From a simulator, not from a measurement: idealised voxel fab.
process module | voxel released beams
cross-section cut | 300 nm wide | cells 5 nm
A cross-section is a grid of square cells, given in bands from the top down. A band is one or more rows of cells.
Each band's line starts with the height of the band's top and of its bottom, in nm. Then come its materials from left to right, each with its width in nm. One material with "throughout" fills the band from edge to edge. "air" is empty space.
Height 0 is the level under which the wafer as received is all one material. The lowest band goes on downwards, as in "0 down".
A width such as "30 to 40" changes by the same amount from each row of cells to the next, from the band's top row to its bottom row.
"no change" after a step means that no cell of the cross-section changed.
closed voids: empty space of 8 cells or more with no open way to the top, each as width x height at its distance from the left edge, in nm
after a step's settings: what the simulator itself notes on the step
overlay nm, on a step with a mask: how far to the right of its planned place the mask lay; to the left if negative
plan
1 op RECEIVE | material Si
2 op CONFORMAL_DEP | material Al2O3 | thk nm 10
3 op DIRECTIONAL_DEP | material SiO2 | thk nm 15
4 op MASKED_ETCH | tone open | mask id ANCHOR | width nm 35 | etch materials SiO2 | depth nm 15 | overlay nm 0
5 op CONFORMAL_DEP | material W | thk nm 10
6 op PATTERN | tone cover | mask id BEAM | material resist | width nm 100 | thk nm 20 | overlay nm 0
7 op DIRECTIONAL_ETCH | etch materials W | depth nm 10
8 op STRIP | etch materials resist
9 op STRIP | etch materials SiO2
as received, after step 1
  0 down: Si throughout
  closed voids: none
first wafer at the end, as planned
  35 to 25: air 95 | W 15 | air 15 | W 70 | air 105
  25 to 20: air 100 | W 10 | air 15 | W 10 | air 165
  20 to 10: air 100 | W 35 | air 165
  10 to 0: Al2O3 throughout
  0 down: Si throughout
  closed voids: none
second wafer at the end: like start, like plan, one mistake
  35 to 25: air 95 | W 15 | air 20 | W 65 | air 105
  25 to 20: air 100 | W 10 | air 20 | W 10 | air 160
  20 to 10: air 100 | W 40 | air 160
  10 to 0: Al2O3 throughout
  0 down: Si throughout
  closed voids: none
what went wrong: step 4 ran as: op MASKED_ETCH | tone open | mask id ANCHOR | width nm 40 | etch materials SiO2 | depth nm 15 | overlay nm 0
at the end the second wafer has, in cells: as many of each material as the first, in other places
